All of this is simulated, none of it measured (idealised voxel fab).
Module name: voxel local oxidation (process module)
We display cut, a cross-section 260 nm in width whose square cells are each 5 nm.
A cross-section is written here as square cells arranged in a grid, and it is given in bands from the top down, each band taking up one or more rows of cells. Quick guide to a band line: top height, bottom height (nm) up front; then every material left to right with its width in nm. Only one material and it's marked "throughout"? Then it fills the band edge to edge. And "empty" just means empty space. Zero point of the height axis is 0; under it, received wafer = one material. Lowest band: continues down indefinitely, "0 down". With a width like "30..40", each row of cells in the band differs from the next by the same amount, the top row carrying the first number and the bottom row the second. "no alteration" -> step changed no cross-section cell. Enclosed voids (no open way to top), threshold 8 cells or more, entry "Cavities, sealed", notation width x height at distance, distance from left edge, nm. Heads up: the bit after the settings on a step's line is the simulator's remark on that step. On any step carrying a mask, the "overlay nm" setting, if present on the step's line, tells how far right of its planned place the mask lay; negative values point to the left.

# Intended process steps
| 1 | RECEIVE (material Si) |
| 2 | OXIDIZE (depth nm 5) |
| 3 | CONFORMAL_DEP (material SiN; thk nm 15) |
| 4 | PATTERN (tone cover; mask id ACTIVE; material resist; width nm 100; pitch nm 125; thk nm 20; overlay nm 0) |
| 5 | DIRECTIONAL_ETCH (etch materials SiN; depth nm 15) |
| 6 | STRIP (etch materials resist) |
| 7 | SELECTIVE_ETCH (etch materials SiO2; depth nm 5) |
| 8 | OXIDIZE (depth nm 15) |
| 9 | STRIP (etch materials SiN) |

# Cross-section of the wafer at receipt, which is the condition after step 1
- 0 down = Si throughout
- Cavities, sealed: none

# Below is the wafer in cross-section after the module was completed. It began from the starting point shown above and followed the plan shown above, except that one mistake was made while running it
- 0 to -5 = 20 nm empty  95 nm SiO2  30 nm empty  95 nm SiO2  20 nm empty
- -5 to -20 = 35 nm SiO2  65 nm Si  60 nm SiO2  65 nm Si  35 nm SiO2
- -20 down = Si throughout
- Cavities, sealed: none
Heads up, the wafer didn't run the way we planned it: step 4 went in with a setting other than planned; the actual run was PATTERN (tone cover; mask id ACTIVE; material resist; width nm 105; pitch nm 125; thk nm 20; overlay nm 0)
